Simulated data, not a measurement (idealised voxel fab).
process module | voxel capacitor over wiring
cross-section cut | 275 nm wide | cells 5 nm
A cross-section is a grid of square cells, given in bands from the top down. A band is one or more rows of cells.
Each band's line starts with the height of the band's top and of its bottom, in nm. Then come its materials from left to right, each with its width in nm. One material with "throughout" fills the band from edge to edge. "air" is empty space.
Height 0 is the level under which the wafer as received is all one material. The lowest band goes on downwards, as in "0 down".
A width such as "30 to 40" changes by the same amount from each row of cells to the next, from the band's top row to its bottom row.
"no change" after a step means that no cell of the cross-section changed.
closed voids: empty space of 8 cells or more with no open way to the top, each as width x height at its distance from the left edge, in nm
after a step's settings: what the simulator itself notes on the step
overlay nm, on a step with a mask: how far to the right of its planned place the mask lay; to the left if negative
plan
1 op RECEIVE | material Si
2 op CONFORMAL_DEP | material SiO2 | thk nm 15
3 op DIRECTIONAL_DEP | material TiN | thk nm 5
4 op DIRECTIONAL_DEP | material Ru | thk nm 25
5 op PATTERN | tone cover | mask id METAL_1 | material resist | width nm 30 | pitch nm 100 | thk nm 20 | overlay nm 0
6 op DIRECTIONAL_ETCH | etch materials Ru | depth nm 25
7 op DIRECTIONAL_ETCH | etch materials TiN | depth nm 5
8 op STRIP | etch materials resist
9 op FILL_DEP | material lowk | thk nm 10
10 op CMP | height nm 45
11 op CONFORMAL_DEP | material SiCN | thk nm 5
12 op DIRECTIONAL_DEP | material SiO2 | thk nm 20
13 op MASKED_ETCH | tone open | mask id PLUG_1 | width nm 15 | etch materials SiO2 | depth nm 20 | overlay nm 0
14 op MASKED_ETCH | tone open | mask id PLUG_1 | width nm 15 | etch materials SiCN | depth nm 5 | overlay nm -15
15 op CONFORMAL_DEP | material TiN | thk nm 5
16 op FILL_DEP | material W | thk nm 10
17 op CMP | height nm 70
18 op DIRECTIONAL_DEP | material TiN | thk nm 5
19 op DIRECTIONAL_DEP | material SiN | thk nm 5
20 op DIRECTIONAL_DEP | material TiN | thk nm 5
21 op PATTERN | tone cover | mask id UPPER_PLATE | material resist | width nm 75 | thk nm 15 | overlay nm 0
22 op DIRECTIONAL_ETCH | etch materials TiN | depth nm 5
23 op DIRECTIONAL_ETCH | etch materials SiN | depth nm 5
24 op STRIP | etch materials resist
25 op MASKED_ETCH | tone cover | mask id LOWER_PLATE | width nm 85 | etch materials TiN | depth nm 5 | overlay nm 0
26 op FILL_DEP | material SiO2 | thk nm 20
27 op CMP | height nm 100
28 op DIRECTIONAL_DEP | material aC | thk nm 15
29 op PATTERN | tone open | mask id PLUG_2 | material resist | width nm 15 | thk nm 35 | overlay nm 0
30 op DIRECTIONAL_ETCH | etch materials aC | depth nm 15
31 op STRIP | etch materials resist
32 op DIRECTIONAL_ETCH | etch materials SiO2 | depth nm 15
33 op STRIP | etch materials aC
34 op CONFORMAL_DEP | material TiN | thk nm 5
35 op FILL_DEP | material W | thk nm 10
36 op CMP | height nm 100
37 op CONFORMAL_DEP | material SiN | thk nm 5
varied across the wafers: overlay nm of step 14. The plan shows the first wafer's value. All wafers start alike
first wafer as received, after step 1
  0 down: Si throughout
  closed voids: none
first wafer at the end, after step 37
  105 to 100: SiN throughout
  100 to 90: SiO2 95 | TiN 5 | W 5 | TiN 5 | SiO2 165
  90 to 80: SiO2 95 to 85 | TiN 15 to 75 | SiO2 165 to 115
  80 to 75: SiO2 85 | SiN 75 | SiO2 115
  75 to 70: SiO2 80 | TiN 85 | SiO2 110
  70 to 55: SiO2 85 | TiN 5 | W 5 | TiN 5 | SiO2 175
  55 to 50: SiO2 85 | TiN 15 | SiO2 175
  50 to 45: SiCN throughout
  45 to 20: lowk 70 | Ru 30 | lowk 70 | Ru 30 | lowk 75
  20 to 15: lowk 70 | TiN 30 | lowk 70 | TiN 30 | lowk 75
  15 to 0: SiO2 throughout
  0 down: Si throughout
  closed voids: none
last wafer at the end
  105 to 100: SiN throughout
  100 to 90: SiO2 95 | TiN 5 | W 5 | TiN 5 | SiO2 165
  90 to 80: SiO2 95 to 85 | TiN 15 to 75 | SiO2 165 to 115
  80 to 75: SiO2 85 | SiN 75 | SiO2 115
  75 to 70: SiO2 80 | TiN 85 | SiO2 110
  70 to 55: SiO2 85 | TiN 5 | W 5 | TiN 5 | SiO2 175
  55 to 50: SiO2 85 | TiN 15 | SiO2 175
  50 to 45: SiCN throughout
  45 to 20: lowk 70 | Ru 30 | lowk 70 | Ru 30 | lowk 75
  20 to 15: lowk 70 | TiN 30 | lowk 70 | TiN 30 | lowk 75
  15 to 0: SiO2 throughout
  0 down: Si throughout
  closed voids: none
each wafer at the end: cells of each material gained (+) or lost (-) since it was received, then its closed voids
overlay nm -15 | +60 Ru | +55 SiCN | +70 SiN | +647 SiO2 | +60 TiN | +5 W | +258 lowk | closed voids: none
overlay nm -10 | +60 Ru | +54 SiCN | +70 SiN | +647 SiO2 | +61 TiN | +5 W | +258 lowk | closed voids: none
overlay nm -5 | +60 Ru | +53 SiCN | +70 SiN | +647 SiO2 | +62 TiN | +5 W | +258 lowk | closed voids: none
overlay nm 0 | +60 Ru | +52 SiCN | +70 SiN | +647 SiO2 | +62 TiN | +6 W | +258 lowk | closed voids: none
overlay nm 5 | +60 Ru | +53 SiCN | +70 SiN | +647 SiO2 | +62 TiN | +5 W | +258 lowk | closed voids: none
overlay nm 10 | +60 Ru | +54 SiCN | +70 SiN | +647 SiO2 | +61 TiN | +5 W | +258 lowk | closed voids: none
overlay nm 15 | +60 Ru | +55 SiCN | +70 SiN | +647 SiO2 | +60 TiN | +5 W | +258 lowk | closed voids: none
